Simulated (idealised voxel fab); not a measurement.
process module | voxel transistor to metal
cross-section cut | 200 nm wide | cells 5 nm
A cross-section is a grid of square cells, given in bands from the top down. A band is one or more rows of cells.
Each band's line starts with the height of the band's top and of its bottom, in nm. Then come its materials from left to right, each with its width in nm. One material with "throughout" fills the band from edge to edge. "air" is empty space.
Height 0 is the level under which the wafer as received is all one material. The lowest band goes on downwards, as in "0 down".
A width such as "30 to 40" changes by the same amount from each row of cells to the next, from the band's top row to its bottom row.
"no change" after a step means that no cell of the cross-section changed.
closed voids: empty space of 8 cells or more with no open way to the top, each as width x height at its distance from the left edge, in nm
after a step's settings: what the simulator itself notes on the step
overlay nm, on a step with a mask: how far to the right of its planned place the mask lay; to the left if negative
plan
1 op RECEIVE | material Si
2 op CONFORMAL_DEP | material SiO2 | thk nm 5
3 op CONFORMAL_DEP | material SiN | thk nm 15
4 op DIRECTIONAL_DEP | material aC | thk nm 10
5 op PATTERN | tone cover | mask id ACTIVE | material resist | width nm 110 | thk nm 30 | overlay nm 0
6 op DIRECTIONAL_ETCH | etch materials aC | depth nm 10
7 op STRIP | etch materials resist
8 op DIRECTIONAL_ETCH | etch materials SiN | depth nm 15
9 op DIRECTIONAL_ETCH | etch materials SiO2 | depth nm 5
10 op DIRECTIONAL_ETCH | etch materials Si | depth nm 30
11 op STRIP | etch materials aC
12 op OXIDIZE | depth nm 5
13 op FILL_DEP | material SiO2 | thk nm 15
14 op CMP | height nm 20
15 op SELECTIVE_ETCH | etch materials SiO2 | depth nm 10
16 op STRIP | etch materials SiN
17 op SELECTIVE_ETCH | etch materials SiO2 | depth nm 5
18 op OXIDIZE | depth nm 5
19 op DIRECTIONAL_DEP | material polySi | thk nm 25
20 op DIRECTIONAL_DEP | material SiCN | thk nm 10
21 op MASKED_ETCH | tone cover | mask id GATE | width nm 20 | etch materials SiCN | depth nm 20 | overlay nm 0
22 op MASKED_ETCH | tone cover | mask id GATE | width nm 20 | etch materials polySi | depth nm 35 | overlay nm 0
23 op CONFORMAL_DEP | material SiO2 | thk nm 5
24 op DIRECTIONAL_ETCH | etch materials SiO2 | depth nm 5
25 op CONFORMAL_DEP | material SiN | thk nm 5
26 op DIRECTIONAL_ETCH | etch materials SiN | depth nm 5
27 op DIRECTIONAL_ETCH | etch materials SiO2 | depth nm 5
28 op DIRECTIONAL_ETCH | etch materials Si | depth nm 15
29 op EPI | material nSi | thk nm 15
30 op FILL_DEP | material SiO2 | thk nm 10
31 op CMP | height nm 35
32 op DIRECTIONAL_DEP | material SiO2 | thk nm 10
33 op DIRECTIONAL_DEP | material aC | thk nm 15
34 op PATTERN | tone open | mask id CONTACT | material resist | width nm 15 | pitch nm 75 | thk nm 35 | overlay nm 0
35 op DIRECTIONAL_ETCH | etch materials aC | depth nm 15
36 op STRIP | etch materials resist
37 op DIRECTIONAL_ETCH | etch materials SiO2 | depth nm 50
38 op STRIP | etch materials aC
39 op CONFORMAL_DEP | material TiN | thk nm 5
40 op FILL_DEP | material Ru | thk nm 10
41 op CMP | height nm 45
42 op DIRECTIONAL_DEP | material TiN | thk nm 5
43 op DIRECTIONAL_DEP | material Ru | thk nm 15
44 op DIRECTIONAL_DEP | material aC | thk nm 10
45 op PATTERN | tone cover | mask id METAL_1 | material resist | width nm 15 | pitch nm 75 | thk nm 30 | overlay nm 0
46 op DIRECTIONAL_ETCH | etch materials aC | depth nm 10
47 op STRIP | etch materials resist
48 op DIRECTIONAL_ETCH | etch materials Ru | depth nm 15
49 op DIRECTIONAL_ETCH | etch materials TiN | depth nm 5
50 op STRIP | etch materials aC
51 op FILL_DEP | material SiO2 | thk nm 10
52 op CMP | height nm 65
53 op CONFORMAL_DEP | material SiCN | thk nm 5
54 op DIRECTIONAL_DEP | material SiO2 | thk nm 30
55 op DIRECTIONAL_DEP | material aC | thk nm 15
56 op PATTERN | tone open | mask id METAL_2 | material resist | width nm 15 | pitch nm 75 | thk nm 30 | overlay nm 0
57 op DIRECTIONAL_ETCH | etch materials aC | depth nm 15
58 op STRIP | etch materials resist
59 op DIRECTIONAL_ETCH | etch materials SiO2 | depth nm 20
60 op STRIP | etch materials aC
61 op PATTERN | tone open | mask id METAL_2_HOLES | material resist | width nm 15 | pitch nm 75 | thk nm 20 | overlay nm 0
62 op DIRECTIONAL_ETCH | etch materials SiO2 | depth nm 10
63 op DIRECTIONAL_ETCH | etch materials SiCN | depth nm 5
64 op STRIP | etch materials resist
65 op CONFORMAL_DEP | material TiN | thk nm 5
66 op FILL_DEP | material Cu | thk nm 5
67 op CMP | height nm 100
68 op CONFORMAL_DEP | material SiN | thk nm 5
first wafer, as planned
as received, after step 1
  0 down: Si throughout
  closed voids: none
after step 2
  5 to 0: SiO2 throughout
  below 0: unchanged
after step 3
  20 to 5: SiN throughout
  below 5: unchanged
after step 4
  30 to 20: aC throughout
  below 20: unchanged
after step 5
  60 to 30: air 45 | resist 110 | air 45
  below 30: unchanged
after step 6
  50 to 30: air 45 | resist 110 | air 45
  30 to 20: air 45 | aC 110 | air 45
  below 20: unchanged
after step 7
  30 to 20: air 45 | aC 110 | air 45
  below 20: unchanged
after step 8
  30 to 20: air 45 | aC 110 | air 45
  20 to 5: air 45 | SiN 110 | air 45
  below 5: unchanged
after step 9
  30 to 20: air 45 | aC 110 | air 45
  20 to 5: air 45 | SiN 110 | air 45
  5 to 0: air 45 | SiO2 110 | air 45
  below 0: unchanged
after step 10
  30 to 20: air 45 | aC 110 | air 45
  20 to 5: air 45 | SiN 110 | air 45
  5 to 0: air 45 | SiO2 110 | air 45
  0 to -30: air 45 | Si 110 | air 45
  below -30: unchanged
after step 11
  20 to 5: air 45 | SiN 110 | air 45
  below 5: unchanged
after step 12
  20 to 5: air 45 | SiN 110 | air 45
  5 to 0: air 45 | SiO2 110 | air 45
  0 to -30: air 45 | SiO2 5 | Si 100 | SiO2 5 | air 45
  -30 to -35: SiO2 50 | Si 100 | SiO2 50
  below -35: unchanged
after step 13
  35 to 20: SiO2 throughout
  20 to 5: SiO2 45 | SiN 110 | SiO2 45
  5 to 0: SiO2 throughout
  0 to -35: SiO2 50 | Si 100 | SiO2 50
  below -35: unchanged
after step 14
  20 to 5: SiO2 45 | SiN 110 | SiO2 45
  below 5: unchanged
after step 15
  20 to 10: air 45 | SiN 110 | air 45
  below 10: unchanged
after step 16
  10 to 5: SiO2 45 | air 110 | SiO2 45
  below 5: unchanged
after step 17
  5 to 0: SiO2 40 | air 120 | SiO2 40
  below 0: unchanged
after step 18
  5 to 0: SiO2 40 | air 120 | SiO2 40
  0 to -5: SiO2 throughout
  below -5: unchanged
after step 19
  30 to 25: polySi 40 | air 120 | polySi 40
  25 to 5: polySi throughout
  5 to 0: SiO2 40 | polySi 120 | SiO2 40
  below 0: unchanged
after step 20
  40 to 35: SiCN 40 | air 120 | SiCN 40
  35 to 30: SiCN throughout
  30 to 25: polySi 40 | SiCN 120 | polySi 40
  below 25: unchanged
after step 21
  35 to 30: air 90 | SiCN 20 | air 90
  30 to 25: polySi 40 | air 50 | SiCN 20 | air 50 | polySi 40
  below 25: unchanged
after step 22
  35 to 25: air 90 | SiCN 20 | air 90
  25 to 5: air 90 | polySi 20 | air 90
  5 to 0: SiO2 40 | air 50 | polySi 20 | air 50 | SiO2 40
  below 0: unchanged
after step 23
  40 to 35: air 85 | SiO2 30 | air 85
  35 to 25: air 85 | SiO2 5 | SiCN 20 | SiO2 5 | air 85
  25 to 10: air 85 | SiO2 5 | polySi 20 | SiO2 5 | air 85
  10 to 5: SiO2 45 | air 40 | SiO2 5 | polySi 20 | SiO2 5 | air 40 | SiO2 45
  5 to 0: SiO2 90 | polySi 20 | SiO2 90
  below 0: unchanged
after step 24
  35 to 25: air 85 | SiO2 5 | SiCN 20 | SiO2 5 | air 85
  25 to 5: air 85 | SiO2 5 | polySi 20 | SiO2 5 | air 85
  5 to 0: SiO2 45 | air 40 | SiO2 5 | polySi 20 | SiO2 5 | air 40 | SiO2 45
  below 0: unchanged
after step 25
  40 to 35: air 80 | SiN 40 | air 80
  35 to 25: air 80 | SiN 5 | SiO2 5 | SiCN 20 | SiO2 5 | SiN 5 | air 80
  25 to 10: air 80 | SiN 5 | SiO2 5 | polySi 20 | SiO2 5 | SiN 5 | air 80
  10 to 5: SiN 50 | air 30 | SiN 5 | SiO2 5 | polySi 20 | SiO2 5 | SiN 5 | air 30 | SiN 50
  5 to 0: SiO2 45 | SiN 40 | SiO2 5 | polySi 20 | SiO2 5 | SiN 40 | SiO2 45
  below 0: unchanged
after step 26
  35 to 25: air 80 | SiN 5 | SiO2 5 | SiCN 20 | SiO2 5 | SiN 5 | air 80
  25 to 5: air 80 | SiN 5 | SiO2 5 | polySi 20 | SiO2 5 | SiN 5 | air 80
  5 to 0: SiO2 45 | SiN 5 | air 30 | SiN 5 | SiO2 5 | polySi 20 | SiO2 5 | SiN 5 | air 30 | SiN 5 | SiO2 45
  below 0: unchanged
after step 27
  35 to 30: air 80 | SiN 5 | air 5 | SiCN 20 | air 5 | SiN 5 | air 80
  30 to 25: air 80 | SiN 5 | SiO2 5 | SiCN 20 | SiO2 5 | SiN 5 | air 80
  25 to 5: air 80 | SiN 5 | SiO2 5 | polySi 20 | SiO2 5 | SiN 5 | air 80
  5 to 0: air 45 | SiN 5 | air 30 | SiN 5 | SiO2 5 | polySi 20 | SiO2 5 | SiN 5 | air 30 | SiN 5 | air 45
  0 to -5: SiO2 50 | air 30 | SiO2 40 | air 30 | SiO2 50
  below -5: unchanged
after step 28
  35 to 30: air 80 | SiN 5 | air 5 | SiCN 20 | air 5 | SiN 5 | air 80
  30 to 25: air 80 | SiN 5 | SiO2 5 | SiCN 20 | SiO2 5 | SiN 5 | air 80
  25 to 5: air 80 | SiN 5 | SiO2 5 | polySi 20 | SiO2 5 | SiN 5 | air 80
  5 to 0: air 45 | SiN 5 | air 30 | SiN 5 | SiO2 5 | polySi 20 | SiO2 5 | SiN 5 | air 30 | SiN 5 | air 45
  0 to -5: SiO2 50 | air 30 | SiO2 40 | air 30 | SiO2 50
  -5 to -20: SiO2 50 | air 30 | Si 40 | air 30 | SiO2 50
  below -20: unchanged
after step 29
  35 to 30: air 80 | SiN 5 | air 5 | SiCN 20 | air 5 | SiN 5 | air 80
  30 to 25: air 80 | SiN 5 | SiO2 5 | SiCN 20 | SiO2 5 | SiN 5 | air 80
  25 to 10: air 80 | SiN 5 | SiO2 5 | polySi 20 | SiO2 5 | SiN 5 | air 80
  10 to 5: air 65 | nSi 15 | SiN 5 | SiO2 5 | polySi 20 | SiO2 5 | SiN 5 | nSi 15 | air 65
  5 to 0: air 45 | SiN 5 | air 15 | nSi 15 | SiN 5 | SiO2 5 | polySi 20 | SiO2 5 | SiN 5 | nSi 15 | air 15 | SiN 5 | air 45
  0 to -5: SiO2 50 | air 15 | nSi 15 | SiO2 40 | nSi 15 | air 15 | SiO2 50
  -5 to -20: SiO2 50 | nSi 30 | Si 40 | nSi 30 | SiO2 50
  below -20: unchanged
after step 30
  45 to 35: SiO2 throughout
  35 to 25: SiO2 80 | SiN 5 | SiO2 5 | SiCN 20 | SiO2 5 | SiN 5 | SiO2 80
  25 to 10: SiO2 80 | SiN 5 | SiO2 5 | polySi 20 | SiO2 5 | SiN 5 | SiO2 80
  10 to 5: SiO2 65 | nSi 15 | SiN 5 | SiO2 5 | polySi 20 | SiO2 5 | SiN 5 | nSi 15 | SiO2 65
  5 to 0: SiO2 45 | SiN 5 | SiO2 15 | nSi 15 | SiN 5 | SiO2 5 | polySi 20 | SiO2 5 | SiN 5 | nSi 15 | SiO2 15 | SiN 5 | SiO2 45
  0 to -5: SiO2 65 | nSi 15 | SiO2 40 | nSi 15 | SiO2 65
  below -5: unchanged
after step 31
  35 to 25: SiO2 80 | SiN 5 | SiO2 5 | SiCN 20 | SiO2 5 | SiN 5 | SiO2 80
  below 25: unchanged
after step 32
  45 to 35: SiO2 throughout
  below 35: unchanged
after step 33
  60 to 45: aC throughout
  below 45: unchanged
after step 34
  95 to 60: resist 55 | air 15 | resist 60 | air 15 | resist 55
  below 60: unchanged
after step 35
  80 to 60: resist 55 | air 15 | resist 60 | air 15 | resist 55
  60 to 45: aC 55 | air 15 | aC 60 | air 15 | aC 55
  below 45: unchanged
after step 36
  60 to 45: aC 55 | air 15 | aC 60 | air 15 | aC 55
  below 45: unchanged
after step 37
  60 to 45: aC 55 | air 15 | aC 60 | air 15 | aC 55
  45 to 35: SiO2 55 | air 15 | SiO2 60 | air 15 | SiO2 55
  35 to 25: SiO2 55 | air 15 | SiO2 10 | SiN 5 | SiO2 5 | SiCN 20 | SiO2 5 | SiN 5 | SiO2 10 | air 15 | SiO2 55
  25 to 10: SiO2 55 | air 15 | SiO2 10 | SiN 5 | SiO2 5 | polySi 20 | SiO2 5 | SiN 5 | SiO2 10 | air 15 | SiO2 55
  10 to 5: SiO2 55 | air 10 | nSi 15 | SiN 5 | SiO2 5 | polySi 20 | SiO2 5 | SiN 5 | nSi 15 | air 10 | SiO2 55
  5 to 0: SiO2 45 | SiN 5 | SiO2 5 | air 10 | nSi 15 | SiN 5 | SiO2 5 | polySi 20 | SiO2 5 | SiN 5 | nSi 15 | air 10 | SiO2 5 | SiN 5 | SiO2 45
  0 to -5: SiO2 55 | air 10 | nSi 15 | SiO2 40 | nSi 15 | air 10 | SiO2 55
  below -5: unchanged
after step 38
  45 to 35: SiO2 55 | air 15 | SiO2 60 | air 15 | SiO2 55
  below 35: unchanged
after step 39
  50 to 45: TiN 60 | air 5 | TiN 70 | air 5 | TiN 60
  45 to 35: SiO2 55 | TiN 5 | air 5 | TiN 5 | SiO2 60 | TiN 5 | air 5 | TiN 5 | SiO2 55
  35 to 25: SiO2 55 | TiN 5 | air 5 | TiN 5 | SiO2 10 | SiN 5 | SiO2 5 | SiCN 20 | SiO2 5 | SiN 5 | SiO2 10 | TiN 5 | air 5 | TiN 5 | SiO2 55
  25 to 15: SiO2 55 | TiN 5 | air 5 | TiN 5 | SiO2 10 | SiN 5 | SiO2 5 | polySi 20 | SiO2 5 | SiN 5 | SiO2 10 | TiN 5 | air 5 | TiN 5 | SiO2 55
  15 to 10: SiO2 55 | TiN 15 | SiO2 10 | SiN 5 | SiO2 5 | polySi 20 | SiO2 5 | SiN 5 | SiO2 10 | TiN 15 | SiO2 55
  10 to 5: SiO2 55 | TiN 10 | nSi 15 | SiN 5 | SiO2 5 | polySi 20 | SiO2 5 | SiN 5 | nSi 15 | TiN 10 | SiO2 55
  5 to 0: SiO2 45 | SiN 5 | SiO2 5 | TiN 10 | nSi 15 | SiN 5 | SiO2 5 | polySi 20 | SiO2 5 | SiN 5 | nSi 15 | TiN 10 | SiO2 5 | SiN 5 | SiO2 45
  0 to -5: SiO2 55 | TiN 10 | nSi 15 | SiO2 40 | nSi 15 | TiN 10 | SiO2 55
  below -5: unchanged
after step 40
  60 to 50: Ru throughout
  50 to 45: TiN 60 | Ru 5 | TiN 70 | Ru 5 | TiN 60
  45 to 35: SiO2 55 | TiN 5 | Ru 5 | TiN 5 | SiO2 60 | TiN 5 | Ru 5 | TiN 5 | SiO2 55
  35 to 25: SiO2 55 | TiN 5 | Ru 5 | TiN 5 | SiO2 10 | SiN 5 | SiO2 5 | SiCN 20 | SiO2 5 | SiN 5 | SiO2 10 | TiN 5 | Ru 5 | TiN 5 | SiO2 55
  25 to 15: SiO2 55 | TiN 5 | Ru 5 | TiN 5 | SiO2 10 | SiN 5 | SiO2 5 | polySi 20 | SiO2 5 | SiN 5 | SiO2 10 | TiN 5 | Ru 5 | TiN 5 | SiO2 55
  below 15: unchanged
after step 41
  45 to 35: SiO2 55 | TiN 5 | Ru 5 | TiN 5 | SiO2 60 | TiN 5 | Ru 5 | TiN 5 | SiO2 55
  below 35: unchanged
after step 42
  50 to 45: TiN throughout
  below 45: unchanged
after step 43
  65 to 50: Ru throughout
  below 50: unchanged
after step 44
  75 to 65: aC throughout
  below 65: unchanged
after step 45
  105 to 75: air 55 | resist 15 | air 60 | resist 15 | air 55
  below 75: unchanged
after step 46
  95 to 75: air 55 | resist 15 | air 60 | resist 15 | air 55
  75 to 65: air 55 | aC 15 | air 60 | aC 15 | air 55
  below 65: unchanged
after step 47
  75 to 65: air 55 | aC 15 | air 60 | aC 15 | air 55
  below 65: unchanged
after step 48
  75 to 65: air 55 | aC 15 | air 60 | aC 15 | air 55
  65 to 50: air 55 | Ru 15 | air 60 | Ru 15 | air 55
  below 50: unchanged
after step 49
  75 to 65: air 55 | aC 15 | air 60 | aC 15 | air 55
  65 to 50: air 55 | Ru 15 | air 60 | Ru 15 | air 55
  50 to 45: air 55 | TiN 15 | air 60 | TiN 15 | air 55
  below 45: unchanged
after step 50
  65 to 50: air 55 | Ru 15 | air 60 | Ru 15 | air 55
  below 50: unchanged
after step 51
  75 to 65: SiO2 throughout
  65 to 50: SiO2 55 | Ru 15 | SiO2 60 | Ru 15 | SiO2 55
  50 to 45: SiO2 55 | TiN 15 | SiO2 60 | TiN 15 | SiO2 55
  below 45: unchanged
after step 52
  65 to 50: SiO2 55 | Ru 15 | SiO2 60 | Ru 15 | SiO2 55
  below 50: unchanged
after step 53
  70 to 65: SiCN throughout
  below 65: unchanged
after step 54
  100 to 70: SiO2 throughout
  below 70: unchanged
after step 55
  115 to 100: aC throughout
  below 100: unchanged
after step 56
  145 to 115: resist 55 | air 15 | resist 60 | air 15 | resist 55
  below 115: unchanged
after step 57
  130 to 115: resist 55 | air 15 | resist 60 | air 15 | resist 55
  115 to 100: aC 55 | air 15 | aC 60 | air 15 | aC 55
  below 100: unchanged
after step 58
  115 to 100: aC 55 | air 15 | aC 60 | air 15 | aC 55
  below 100: unchanged
after step 59
  115 to 100: aC 55 | air 15 | aC 60 | air 15 | aC 55
  100 to 80: SiO2 55 | air 15 | SiO2 60 | air 15 | SiO2 55
  below 80: unchanged
after step 60
  100 to 80: SiO2 55 | air 15 | SiO2 60 | air 15 | SiO2 55
  below 80: unchanged
after step 61
  120 to 100: resist 55 | air 15 | resist 60 | air 15 | resist 55
  below 100: unchanged
after step 62
  120 to 100: resist 55 | air 15 | resist 60 | air 15 | resist 55
  100 to 70: SiO2 55 | air 15 | SiO2 60 | air 15 | SiO2 55
  below 70: unchanged
after step 63
  120 to 100: resist 55 | air 15 | resist 60 | air 15 | resist 55
  100 to 70: SiO2 55 | air 15 | SiO2 60 | air 15 | SiO2 55
  70 to 65: SiCN 55 | air 15 | SiCN 60 | air 15 | SiCN 55
  below 65: unchanged
after step 64
  100 to 70: SiO2 55 | air 15 | SiO2 60 | air 15 | SiO2 55
  below 70: unchanged
after step 65
  105 to 100: TiN 60 | air 5 | TiN 70 | air 5 | TiN 60
  100 to 70: SiO2 55 | TiN 5 | air 5 | TiN 5 | SiO2 60 | TiN 5 | air 5 | TiN 5 | SiO2 55
  70 to 65: SiCN 55 | TiN 15 | SiCN 60 | TiN 15 | SiCN 55
  below 65: unchanged
after step 66
  110 to 105: Cu throughout
  105 to 100: TiN 60 | Cu 5 | TiN 70 | Cu 5 | TiN 60
  100 to 70: SiO2 55 | TiN 5 | Cu 5 | TiN 5 | SiO2 60 | TiN 5 | Cu 5 | TiN 5 | SiO2 55
  below 70: unchanged
after step 67
  100 to 70: SiO2 55 | TiN 5 | Cu 5 | TiN 5 | SiO2 60 | TiN 5 | Cu 5 | TiN 5 | SiO2 55
  below 70: unchanged
after step 68
  105 to 100: SiN throughout
  below 100: unchanged
second wafer: like start, like plan, one mistake. Through step 13 it matches the first wafer
when step 14 should have ended: no change
when step 15 should have ended
  25 to 20: SiO2 throughout
  below 20: unchanged
when step 16 should have ended: no change
when step 17 should have ended
  20 to 5: SiO2 45 | SiN 110 | SiO2 45
  below 5: unchanged
when step 18 should have ended: no change
when step 19 should have ended
  45 to 20: polySi throughout
  below 20: unchanged
when step 20 should have ended
  55 to 45: SiCN throughout
  below 45: unchanged
when step 21 should have ended
  55 to 45: air 90 | SiCN 20 | air 90
  below 45: unchanged
when step 22 should have ended
  55 to 45: air 90 | SiCN 20 | air 90
  45 to 20: air 90 | polySi 20 | air 90
  below 20: unchanged
when step 23 should have ended
  60 to 55: air 85 | SiO2 30 | air 85
  55 to 45: air 85 | SiO2 5 | SiCN 20 | SiO2 5 | air 85
  45 to 25: air 85 | SiO2 5 | polySi 20 | SiO2 5 | air 85
  25 to 20: SiO2 90 | polySi 20 | SiO2 90
  below 20: unchanged
when step 24 should have ended
  55 to 45: air 85 | SiO2 5 | SiCN 20 | SiO2 5 | air 85
  45 to 20: air 85 | SiO2 5 | polySi 20 | SiO2 5 | air 85
  below 20: unchanged
when step 25 should have ended
  60 to 55: air 80 | SiN 40 | air 80
  55 to 45: air 80 | SiN 5 | SiO2 5 | SiCN 20 | SiO2 5 | SiN 5 | air 80
  45 to 25: air 80 | SiN 5 | SiO2 5 | polySi 20 | SiO2 5 | SiN 5 | air 80
  25 to 20: SiN 85 | SiO2 5 | polySi 20 | SiO2 5 | SiN 85
  below 20: unchanged
when step 26 should have ended
  55 to 45: air 80 | SiN 5 | SiO2 5 | SiCN 20 | SiO2 5 | SiN 5 | air 80
  45 to 20: air 80 | SiN 5 | SiO2 5 | polySi 20 | SiO2 5 | SiN 5 | air 80
  below 20: unchanged
when step 27 should have ended
  55 to 50: air 80 | SiN 5 | air 5 | SiCN 20 | air 5 | SiN 5 | air 80
  50 to 45: air 80 | SiN 5 | SiO2 5 | SiCN 20 | SiO2 5 | SiN 5 | air 80
  45 to 20: air 80 | SiN 5 | SiO2 5 | polySi 20 | SiO2 5 | SiN 5 | air 80
  20 to 15: air 45 | SiN 110 | air 45
  below 15: unchanged
when step 28 should have ended: no change
when step 29 should have ended: no change
when step 30 should have ended
  65 to 55: SiO2 throughout
  55 to 45: SiO2 80 | SiN 5 | SiO2 5 | SiCN 20 | SiO2 5 | SiN 5 | SiO2 80
  45 to 20: SiO2 80 | SiN 5 | SiO2 5 | polySi 20 | SiO2 5 | SiN 5 | SiO2 80
  20 to 5: SiO2 45 | SiN 110 | SiO2 45
  below 5: unchanged
when step 31 should have ended
  35 to 20: SiO2 80 | SiN 5 | SiO2 5 | polySi 20 | SiO2 5 | SiN 5 | SiO2 80
  below 20: unchanged
when step 32 should have ended
  45 to 35: SiO2 throughout
  below 35: unchanged
when step 33 should have ended
  60 to 45: aC throughout
  below 45: unchanged
when step 34 should have ended
  95 to 60: resist 55 | air 15 | resist 60 | air 15 | resist 55
  below 60: unchanged
when step 35 should have ended
  80 to 60: resist 55 | air 15 | resist 60 | air 15 | resist 55
  60 to 45: aC 55 | air 15 | aC 60 | air 15 | aC 55
  below 45: unchanged
when step 36 should have ended
  60 to 45: aC 55 | air 15 | aC 60 | air 15 | aC 55
  below 45: unchanged
when step 37 should have ended
  60 to 45: aC 55 | air 15 | aC 60 | air 15 | aC 55
  45 to 35: SiO2 55 | air 15 | SiO2 60 | air 15 | SiO2 55
  35 to 20: SiO2 55 | air 15 | SiO2 10 | SiN 5 | SiO2 5 | polySi 20 | SiO2 5 | SiN 5 | SiO2 10 | air 15 | SiO2 55
  below 20: unchanged
when step 38 should have ended
  45 to 35: SiO2 55 | air 15 | SiO2 60 | air 15 | SiO2 55
  below 35: unchanged
when step 39 should have ended
  50 to 45: TiN 60 | air 5 | TiN 70 | air 5 | TiN 60
  45 to 35: SiO2 55 | TiN 5 | air 5 | TiN 5 | SiO2 60 | TiN 5 | air 5 | TiN 5 | SiO2 55
  35 to 25: SiO2 55 | TiN 5 | air 5 | TiN 5 | SiO2 10 | SiN 5 | SiO2 5 | polySi 20 | SiO2 5 | SiN 5 | SiO2 10 | TiN 5 | air 5 | TiN 5 | SiO2 55
  25 to 20: SiO2 55 | TiN 15 | SiO2 10 | SiN 5 | SiO2 5 | polySi 20 | SiO2 5 | SiN 5 | SiO2 10 | TiN 15 | SiO2 55
  below 20: unchanged
when step 40 should have ended
  60 to 50: Ru throughout
  50 to 45: TiN 60 | Ru 5 | TiN 70 | Ru 5 | TiN 60
  45 to 35: SiO2 55 | TiN 5 | Ru 5 | TiN 5 | SiO2 60 | TiN 5 | Ru 5 | TiN 5 | SiO2 55
  35 to 25: SiO2 55 | TiN 5 | Ru 5 | TiN 5 | SiO2 10 | SiN 5 | SiO2 5 | polySi 20 | SiO2 5 | SiN 5 | SiO2 10 | TiN 5 | Ru 5 | TiN 5 | SiO2 55
  below 25: unchanged
when step 41 should have ended
  45 to 35: SiO2 55 | TiN 5 | Ru 5 | TiN 5 | SiO2 60 | TiN 5 | Ru 5 | TiN 5 | SiO2 55
  below 35: unchanged
when step 42 should have ended
  50 to 45: TiN throughout
  below 45: unchanged
when step 43 should have ended
  65 to 50: Ru throughout
  below 50: unchanged
when step 44 should have ended
  75 to 65: aC throughout
  below 65: unchanged
when step 45 should have ended
  105 to 75: air 55 | resist 15 | air 60 | resist 15 | air 55
  below 75: unchanged
when step 46 should have ended
  95 to 75: air 55 | resist 15 | air 60 | resist 15 | air 55
  75 to 65: air 55 | aC 15 | air 60 | aC 15 | air 55
  below 65: unchanged
when step 47 should have ended
  75 to 65: air 55 | aC 15 | air 60 | aC 15 | air 55
  below 65: unchanged
when step 48 should have ended
  75 to 65: air 55 | aC 15 | air 60 | aC 15 | air 55
  65 to 50: air 55 | Ru 15 | air 60 | Ru 15 | air 55
  below 50: unchanged
when step 49 should have ended
  75 to 65: air 55 | aC 15 | air 60 | aC 15 | air 55
  65 to 50: air 55 | Ru 15 | air 60 | Ru 15 | air 55
  50 to 45: air 55 | TiN 15 | air 60 | TiN 15 | air 55
  below 45: unchanged
when step 50 should have ended
  65 to 50: air 55 | Ru 15 | air 60 | Ru 15 | air 55
  below 50: unchanged
when step 51 should have ended
  75 to 65: SiO2 throughout
  65 to 50: SiO2 55 | Ru 15 | SiO2 60 | Ru 15 | SiO2 55
  50 to 45: SiO2 55 | TiN 15 | SiO2 60 | TiN 15 | SiO2 55
  below 45: unchanged
when step 52 should have ended
  65 to 50: SiO2 55 | Ru 15 | SiO2 60 | Ru 15 | SiO2 55
  below 50: unchanged
when step 53 should have ended
  70 to 65: SiCN throughout
  below 65: unchanged
when step 54 should have ended
  100 to 70: SiO2 throughout
  below 70: unchanged
when step 55 should have ended
  115 to 100: aC throughout
  below 100: unchanged
when step 56 should have ended
  145 to 115: resist 55 | air 15 | resist 60 | air 15 | resist 55
  below 115: unchanged
when step 57 should have ended
  130 to 115: resist 55 | air 15 | resist 60 | air 15 | resist 55
  115 to 100: aC 55 | air 15 | aC 60 | air 15 | aC 55
  below 100: unchanged
when step 58 should have ended
  115 to 100: aC 55 | air 15 | aC 60 | air 15 | aC 55
  below 100: unchanged
when step 59 should have ended
  115 to 100: aC 55 | air 15 | aC 60 | air 15 | aC 55
  100 to 80: SiO2 55 | air 15 | SiO2 60 | air 15 | SiO2 55
  below 80: unchanged
when step 60 should have ended
  100 to 80: SiO2 55 | air 15 | SiO2 60 | air 15 | SiO2 55
  below 80: unchanged
when step 61 should have ended
  120 to 100: resist 55 | air 15 | resist 60 | air 15 | resist 55
  below 100: unchanged
when step 62 should have ended
  120 to 100: resist 55 | air 15 | resist 60 | air 15 | resist 55
  100 to 70: SiO2 55 | air 15 | SiO2 60 | air 15 | SiO2 55
  below 70: unchanged
when step 63 should have ended
  120 to 100: resist 55 | air 15 | resist 60 | air 15 | resist 55
  100 to 70: SiO2 55 | air 15 | SiO2 60 | air 15 | SiO2 55
  70 to 65: SiCN 55 | air 15 | SiCN 60 | air 15 | SiCN 55
  below 65: unchanged
when step 64 should have ended
  100 to 70: SiO2 55 | air 15 | SiO2 60 | air 15 | SiO2 55
  below 70: unchanged
when step 65 should have ended
  105 to 100: TiN 60 | air 5 | TiN 70 | air 5 | TiN 60
  100 to 70: SiO2 55 | TiN 5 | air 5 | TiN 5 | SiO2 60 | TiN 5 | air 5 | TiN 5 | SiO2 55
  70 to 65: SiCN 55 | TiN 15 | SiCN 60 | TiN 15 | SiCN 55
  below 65: unchanged
when step 66 should have ended
  110 to 105: Cu throughout
  105 to 100: TiN 60 | Cu 5 | TiN 70 | Cu 5 | TiN 60
  100 to 70: SiO2 55 | TiN 5 | Cu 5 | TiN 5 | SiO2 60 | TiN 5 | Cu 5 | TiN 5 | SiO2 55
  below 70: unchanged
when step 67 should have ended
  100 to 70: SiO2 55 | TiN 5 | Cu 5 | TiN 5 | SiO2 60 | TiN 5 | Cu 5 | TiN 5 | SiO2 55
  below 70: unchanged
when step 68 should have ended
  105 to 100: SiN throughout
  below 100: unchanged
what went wrong: step 14 was left out
at the end the second wafer has, in cells: 4 fewer of Ru | 56 more of Si | 8 fewer of SiCN | 56 more of SiN | 18 fewer of SiO2 | 20 fewer of TiN | 54 fewer of nSi | 8 fewer of polySi
